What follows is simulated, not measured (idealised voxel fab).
Name of the process module below: voxel capacitor over wiring
The cross-section shown here is cut; it is 190 nm wide and divided into square cells measuring 5 nm on a side.
In what follows, cross-sections appear as grids of square cells, described through bands that run from the top down, where every band is one or more rows of cells. Heights first: top, then bottom, in nm. Then materials, left to right, each with a width in nm. "everywhere" on a single material: fills the band edge to edge. "blank": empty space. All heights in this document are referenced to 0, defined as the level beneath which the wafer, as received, consists entirely of one material. The lowest band is not bounded below; it extends indefinitely downward and is written in the form "top 0, no bottom". Top row gets the first number, bottom row gets the second, and each row in between changes by the same step: that is how a band width like "30..40" works. "nothing altered" means the step left every cell of the cross-section as it was. For the entry "Closed internal voids", the listed items are empty spaces with no open way to the top whose size is 8 cells or more; each item follows the pattern width x height at distance, where distance is from the left edge and all three are in nm. Formally, on a step line, whatever follows the settings is a remark that the simulator itself makes on the step. On any step carrying a mask, the "overlay nm" setting, if present on the step's line, tells how far right of its planned place the mask lay; negative values point to the left.
### The steps planned for the process are as follows
| 1 | RECEIVE | material Si |
| 2 | CONFORMAL_DEP | material SiO2 | thk nm 10 |
| 3 | CONFORMAL_DEP | material SiN | thk nm 5 |
| 4 | DIRECTIONAL_DEP | material lowk | thk nm 25 |
| 5 | PATTERN | tone open | mask id METAL_1 | material resist | width nm 30 | pitch nm 80 | thk nm 20 | overlay nm 0 |
| 6 | DIRECTIONAL_ETCH | etch materials lowk | depth nm 25 |
| 7 | DIRECTIONAL_ETCH | etch materials SiN | depth nm 5 |
| 8 | STRIP | etch materials resist |
| 9 | CONFORMAL_DEP | material TiN | thk nm 5 |
| 10 | FILL_DEP | material Cu | thk nm 5 |
| 11 | CMP | height nm 40 |
| 12 | CONFORMAL_DEP | material SiCN | thk nm 5 |
| 13 | DIRECTIONAL_DEP | material lowk | thk nm 10 |
| 14 | MASKED_ETCH | tone open | mask id PLUG_1 | width nm 15 | etch materials lowk | depth nm 10 | overlay nm 0 |
| 15 | MASKED_ETCH | tone open | mask id PLUG_1 | width nm 15 | etch materials SiCN | depth nm 5 | overlay nm 0 |
| 16 | CONFORMAL_DEP | material TiN | thk nm 5 |
| 17 | FILL_DEP | material Ru | thk nm 10 |
| 18 | CMP | height nm 55 |
| 19 | DIRECTIONAL_DEP | material TiN | thk nm 5 |
| 20 | DIRECTIONAL_DEP | material SiN | thk nm 5 |
| 21 | DIRECTIONAL_DEP | material TiN | thk nm 10 |
| 22 | MASKED_ETCH | tone cover | mask id UPPER_PLATE | width nm 55 | etch materials TiN | depth nm 10 | overlay nm 0 |
| 23 | MASKED_ETCH | tone cover | mask id UPPER_PLATE | width nm 55 | etch materials SiN | depth nm 5 | overlay nm 0 |
| 24 | MASKED_ETCH | tone cover | mask id LOWER_PLATE | width nm 65 | etch materials TiN | depth nm 5 | overlay nm 0 |
| 25 | FILL_DEP | material SiO2 | thk nm 15 |
| 26 | CMP | height nm 85 |
| 27 | MASKED_ETCH | tone open | mask id PLUG_2 | width nm 15 | etch materials SiO2 | depth nm 10 | overlay nm 0 |
| 28 | CONFORMAL_DEP | material TiN | thk nm 5 |
| 29 | FILL_DEP | material Ru | thk nm 10 |
| 30 | CMP | height nm 85 |
| 31 | CONFORMAL_DEP | material SiN | thk nm 5 |
### As-received state of the wafer in cross-section, equivalent to post-step 1
* top 0, no bottom | Si everywhere
* Closed internal voids: none
### First of two wafers at the end of the module, shown in cross-section; run carried out as planned
* top 90, bottom 85 | SiN everywhere
* top 85, bottom 80 | SiO2 (65)  TiN (5)  Ru (5)  TiN (5)  SiO2 (110)
* top 80, bottom 75 | SiO2 (65)  TiN (15)  SiO2 (110)
* top 75, bottom 65 | SiO2 (55)  TiN (55)  SiO2 (80)
* top 65, bottom 60 | SiO2 (55)  SiN (55)  SiO2 (80)
* top 60, bottom 55 | SiO2 (50)  TiN (65)  SiO2 (75)
* top 55, bottom 45 | lowk (55)  TiN (5)  Ru (5)  TiN (5)  lowk (120)
* top 45, bottom 40 | SiCN (55)  TiN (15)  SiCN (120)
* top 40, bottom 15 | lowk (40)  TiN (5)  Cu (20)  TiN (5)  lowk (50)  TiN (5)  Cu (20)  TiN (5)  lowk (40)
* top 15, bottom 10 | SiN (40)  TiN (30)  SiN (50)  TiN (30)  SiN (40)
* top 10, bottom 0 | SiO2 everywhere
* top 0, no bottom | Si everywhere
* Closed internal voids: none
### Now the second wafer, cross-sectioned at the end of the module. Nothing different at the start, nothing different in the plan compared with the first, just one mistake when it was actually run
* top 90, bottom 85 | SiN everywhere
* top 85, bottom 80 | SiO2 (55)  TiN (55)  SiO2 (80)
* top 80, bottom 75 | SiO2 (55)  SiN (55)  SiO2 (80)
* top 75, bottom 70 | SiO2 (50)  TiN (65)  SiO2 (75)
* top 70, bottom 60 | Ru everywhere
* top 60, bottom 55 | TiN (60)  Ru (5)  TiN (125)
* top 55, bottom 45 | lowk (55)  TiN (5)  Ru (5)  TiN (5)  lowk (120)
* top 45, bottom 40 | SiCN (55)  TiN (15)  SiCN (120)
* top 40, bottom 15 | lowk (40)  TiN (5)  Cu (20)  TiN (5)  lowk (50)  TiN (5)  Cu (20)  TiN (5)  lowk (40)
* top 15, bottom 10 | SiN (40)  TiN (30)  SiN (50)  TiN (30)  SiN (40)
* top 10, bottom 0 | SiO2 everywhere
* top 0, no bottom | Si everywhere
* Closed internal voids: none
Nonconformance to the process plan: step 18 of the plan got skipped, so it never ran
End check, counted in cells, second wafer has more or fewer of these materials than the first: +76 Ru | -97 SiO2 | +21 TiN
